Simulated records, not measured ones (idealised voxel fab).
This is a process module. Its name is voxel spacer lines.
Shown is cross-section cut, with a width of 220 nm and square cells of size 5 nm.
A cross-section is a grid of square cells, given in bands from the top down. A band is one or more rows of cells.
A band entry consists of two parts. The first gives the height of the band's top and the height of its bottom, in nm. The rest lists the band's materials from left to right, each with its width in nm. A single material labelled with the word "full width" fills the band from edge to edge, and the word "blank" marks empty space.
Convention: height 0 is the level below which the wafer, as received, is all one material. The lowest band does not terminate at the bottom but continues downward, represented as "0 nm and below".
Top row gets the first number, bottom row gets the second, and each row in between changes by the same step: that is how a band width like "30..40" works.
"changes: none" means the step left every cell of the cross-section as it was.
In the "Non-vented voids" entry, you get each enclosed empty space of 8 cells or more, one with no open way to the top, written width x height at distance, distance from the left edge, in nm.
Heads up: the bit after the settings on a step's line is the simulator's remark on that step.
overlay nm: mask offset rightward from planned place, masked step; negative means leftward offset.

PROCESS STEPS FORESEEN IN THE PLAN
1. RECEIVE: material Si
2. CONFORMAL_DEP: material Al2O3, thk nm 5
3. DIRECTIONAL_DEP: material TiN, thk nm 20
4. DIRECTIONAL_DEP: material aC, thk nm 30
5. PATTERN: tone cover, mask id MANDREL, material resist, width nm 20, pitch nm 70, thk nm 40, overlay nm 0
6. DIRECTIONAL_ETCH: etch materials aC, depth nm 30
7. STRIP: etch materials resist
8. CONFORMAL_DEP: material SiN, thk nm 15
9. DIRECTIONAL_ETCH: etch materials SiN, depth nm 15
10. STRIP: etch materials aC
11. DIRECTIONAL_ETCH: etch materials TiN, depth nm 20
12. STRIP: etch materials SiN

WHAT FOLLOWS COVERS THE FIRST OF TWO WAFERS; IT RAN AS PLANNED

CROSS-SECTION OF THE WAFER AT RECEIPT, WHICH IS THE CONDITION AFTER STEP 1
  0 nm and below: Si full width
  Non-vented voids: none

YOU'RE LOOKING AT A CROSS-SECTION OF THE WAFER AFTER STEP 2
  5 nm to 0 nm: Al2O3 full width
  Heights below 0 show no change.

YOU'RE LOOKING AT A CROSS-SECTION OF THE WAFER AFTER STEP 3
  25 nm to 5 nm: TiN full width
  Heights below 5 show no change.

YOU'RE LOOKING AT A CROSS-SECTION OF THE WAFER AFTER STEP 4
  55 nm to 25 nm: aC full width
  Heights below 25 show no change.

YOU'RE LOOKING AT A CROSS-SECTION OF THE WAFER AFTER STEP 5
  95 nm to 55 nm: blank=30, resist=20, blank=50, resist=20, blank=50, resist=20, blank=30
  Heights below 55 show no change.

YOU'RE LOOKING AT A CROSS-SECTION OF THE WAFER AFTER STEP 6
  65 nm to 55 nm: blank=30, resist=20, blank=50, resist=20, blank=50, resist=20, blank=30
  55 nm to 25 nm: blank=30, aC=20, blank=50, aC=20, blank=50, aC=20, blank=30
  Heights below 25 show no change.

YOU'RE LOOKING AT A CROSS-SECTION OF THE WAFER AFTER STEP 7
  55 nm to 25 nm: blank=30, aC=20, blank=50, aC=20, blank=50, aC=20, blank=30
  Heights below 25 show no change.

YOU'RE LOOKING AT A CROSS-SECTION OF THE WAFER AFTER STEP 8
  70 nm to 55 nm: blank=15, SiN=50, blank=20, SiN=50, blank=20, SiN=50, blank=15
  55 nm to 40 nm: blank=15, SiN=15, aC=20, SiN=15, blank=20, SiN=15, aC=20, SiN=15, blank=20, SiN=15, aC=20, SiN=15, blank=15
  40 nm to 25 nm: SiN=30, aC=20, SiN=50, aC=20, SiN=50, aC=20, SiN=30
  Heights below 25 show no change.

YOU'RE LOOKING AT A CROSS-SECTION OF THE WAFER AFTER STEP 9
  55 nm to 25 nm: blank=15, SiN=15, aC=20, SiN=15, blank=20, SiN=15, aC=20, SiN=15, blank=20, SiN=15, aC=20, SiN=15, blank=15
  Heights below 25 show no change.

YOU'RE LOOKING AT A CROSS-SECTION OF THE WAFER AFTER STEP 10
  55 nm to 25 nm: blank=15, SiN=15, blank=20, SiN=15, blank=20, SiN=15, blank=20, SiN=15, blank=20, SiN=15, blank=20, SiN=15, blank=15
  Heights below 25 show no change.

YOU'RE LOOKING AT A CROSS-SECTION OF THE WAFER AFTER STEP 11
  55 nm to 25 nm: blank=15, SiN=15, blank=20, SiN=15, blank=20, SiN=15, blank=20, SiN=15, blank=20, SiN=15, blank=20, SiN=15, blank=15
  25 nm to 5 nm: blank=15, TiN=15, blank=20, TiN=15, blank=20, TiN=15, blank=20, TiN=15, blank=20, TiN=15, blank=20, TiN=15, blank=15
  Heights below 5 show no change.

YOU'RE LOOKING AT A CROSS-SECTION OF THE WAFER AFTER STEP 12
  25 nm to 5 nm: blank=15, TiN=15, blank=20, TiN=15, blank=20, TiN=15, blank=20, TiN=15, blank=20, TiN=15, blank=20, TiN=15, blank=15
  Heights below 5 show no change.

SECOND OF TWO: SAME START, SAME PLAN, ONE RUN ERROR; STEPS UP TO AND INCLUDING 4 MATCH THE FIRST

SECOND WAFER PROFILE IN SECTION, AT THE MOMENT STEP 5 OF THE PLAN WAS MEANT TO BE COMPLETE
  95 nm to 55 nm: resist=30, blank=20, resist=50, blank=20, resist=50, blank=20, resist=30
  Heights below 55 show no change.

SECOND WAFER PROFILE IN SECTION, AT THE MOMENT STEP 6 OF THE PLAN WAS MEANT TO BE COMPLETE
  65 nm to 55 nm: resist=30, blank=20, resist=50, blank=20, resist=50, blank=20, resist=30
  55 nm to 25 nm: aC=30, blank=20, aC=50, blank=20, aC=50, blank=20, aC=30
  Heights below 25 show no change.

SECOND WAFER PROFILE IN SECTION, AT THE MOMENT STEP 7 OF THE PLAN WAS MEANT TO BE COMPLETE
  55 nm to 25 nm: aC=30, blank=20, aC=50, blank=20, aC=50, blank=20, aC=30
  Heights below 25 show no change.

SECOND WAFER PROFILE IN SECTION, AT THE MOMENT STEP 8 OF THE PLAN WAS MEANT TO BE COMPLETE
  70 nm to 55 nm: SiN full width
  55 nm to 25 nm: aC=30, SiN=20, aC=50, SiN=20, aC=50, SiN=20, aC=30
  Heights below 25 show no change.

SECOND WAFER PROFILE IN SECTION, AT THE MOMENT STEP 9 OF THE PLAN WAS MEANT TO BE COMPLETE
  55 nm to 25 nm: aC=30, SiN=20, aC=50, SiN=20, aC=50, SiN=20, aC=30
  Heights below 25 show no change.

SECOND WAFER PROFILE IN SECTION, AT THE MOMENT STEP 10 OF THE PLAN WAS MEANT TO BE COMPLETE
  55 nm to 25 nm: blank=30, SiN=20, blank=50, SiN=20, blank=50, SiN=20, blank=30
  Heights below 25 show no change.

SECOND WAFER PROFILE IN SECTION, AT THE MOMENT STEP 11 OF THE PLAN WAS MEANT TO BE COMPLETE
  55 nm to 25 nm: blank=30, SiN=20, blank=50, SiN=20, blank=50, SiN=20, blank=30
  25 nm to 5 nm: blank=30, TiN=20, blank=50, TiN=20, blank=50, TiN=20, blank=30
  Heights below 5 show no change.

SECOND WAFER PROFILE IN SECTION, AT THE MOMENT STEP 12 OF THE PLAN WAS MEANT TO BE COMPLETE
  25 nm to 5 nm: blank=30, TiN=20, blank=50, TiN=20, blank=50, TiN=20, blank=30
  Heights below 5 show no change.
Deviation noted in wafer processing: step 5 did not happen as planned, as run it was PATTERN: tone open, mask id MANDREL, material resist, width nm 20, pitch nm 70, thk nm 40, overlay nm 0
Materials where the second wafer ends with more or fewer cells than the first: 24 fewer of TiN
